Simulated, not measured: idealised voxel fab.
process module | voxel tone inversion
cross-section cut | 210 nm wide | cells 5 nm
A cross-section is a grid of square cells, given in bands from the top down. A band is one or more rows of cells.
Each band's line starts with the height of the band's top and of its bottom, in nm. Then come its materials from left to right, each with its width in nm. One material with "throughout" fills the band from edge to edge. "air" is empty space.
Height 0 is the level under which the wafer as received is all one material. The lowest band goes on downwards, as in "0 down".
A width such as "30 to 40" changes by the same amount from each row of cells to the next, from the band's top row to its bottom row.
"no change" after a step means that no cell of the cross-section changed.
closed voids: empty space of 8 cells or more with no open way to the top, each as width x height at its distance from the left edge, in nm
after a step's settings: what the simulator itself notes on the step
overlay nm, on a step with a mask: how far to the right of its planned place the mask lay; to the left if negative
plan
1 op RECEIVE | material Si
2 op CONFORMAL_DEP | material SiCN | thk nm 5
3 op DIRECTIONAL_DEP | material aC | thk nm 25
4 op PATTERN | tone cover | mask id POSTS | material resist | width nm 15 | pitch nm 40 | thk nm 30 | overlay nm 0
5 op DIRECTIONAL_ETCH | etch materials aC | depth nm 25
6 op STRIP | etch materials resist
7 op FILL_DEP | material lowk | thk nm 5
8 op CMP | height nm 30
9 op STRIP | etch materials aC
10 op CONFORMAL_DEP | material TiN | thk nm 5
11 op FILL_DEP | material Ru | thk nm 10
12 op CMP | height nm 30
13 op CONFORMAL_DEP | material SiCN | thk nm 5
first wafer, as planned
as received, after step 1
  0 down: Si throughout
  closed voids: none
after step 2
  5 to 0: SiCN throughout
  below 0: unchanged
after step 3
  30 to 5: aC throughout
  below 5: unchanged
after step 4
  60 to 30: air 75 | resist 15 | air 25 | resist 15 | air 80
  below 30: unchanged
after step 5
  35 to 30: air 75 | resist 15 | air 25 | resist 15 | air 80
  30 to 5: air 75 | aC 15 | air 25 | aC 15 | air 80
  below 5: unchanged
after step 6
  30 to 5: air 75 | aC 15 | air 25 | aC 15 | air 80
  below 5: unchanged
after step 7
  35 to 30: lowk throughout
  30 to 5: lowk 75 | aC 15 | lowk 25 | aC 15 | lowk 80
  below 5: unchanged
after step 8
  30 to 5: lowk 75 | aC 15 | lowk 25 | aC 15 | lowk 80
  below 5: unchanged
after step 9
  30 to 5: lowk 75 | air 15 | lowk 25 | air 15 | lowk 80
  below 5: unchanged
after step 10
  35 to 30: TiN 80 | air 5 | TiN 35 | air 5 | TiN 85
  30 to 10: lowk 75 | TiN 5 | air 5 | TiN 5 | lowk 25 | TiN 5 | air 5 | TiN 5 | lowk 80
  10 to 5: lowk 75 | TiN 15 | lowk 25 | TiN 15 | lowk 80
  below 5: unchanged
after step 11
  45 to 35: Ru throughout
  35 to 30: TiN 80 | Ru 5 | TiN 35 | Ru 5 | TiN 85
  30 to 10: lowk 75 | TiN 5 | Ru 5 | TiN 5 | lowk 25 | TiN 5 | Ru 5 | TiN 5 | lowk 80
  below 10: unchanged
after step 12
  30 to 10: lowk 75 | TiN 5 | Ru 5 | TiN 5 | lowk 25 | TiN 5 | Ru 5 | TiN 5 | lowk 80
  below 10: unchanged
after step 13
  35 to 30: SiCN throughout
  below 30: unchanged
second wafer: like start, like plan, one mistake. Through step 1 it matches the first wafer
when step 2 should have ended
  25 to 0: aC throughout
  below 0: unchanged
when step 3 should have ended
  30 to 25: SiCN throughout
  below 25: unchanged
when step 4 should have ended
  60 to 30: air 75 | resist 15 | air 25 | resist 15 | air 80
  below 30: unchanged
when step 5 should have ended
  35 to 30: air 75 | resist 15 | air 25 | resist 15 | air 80
  below 30: unchanged
when step 6 should have ended
  30 to 25: SiCN throughout
  below 25: unchanged
when step 7 should have ended
  35 to 30: lowk throughout
  below 30: unchanged
when step 8 should have ended
  30 to 25: SiCN throughout
  below 25: unchanged
when step 9 should have ended: no change
when step 10 should have ended
  35 to 30: TiN throughout
  below 30: unchanged
when step 11 should have ended
  45 to 35: Ru throughout
  below 35: unchanged
when step 12 should have ended
  30 to 25: SiCN throughout
  below 25: unchanged
when step 13 should have ended
  35 to 25: SiCN throughout
  below 25: unchanged
what went wrong: steps 2 and 3 were swapped
at the end the second wafer has, in cells: 8 fewer of Ru | 22 fewer of TiN | 210 more of aC | 180 fewer of lowk
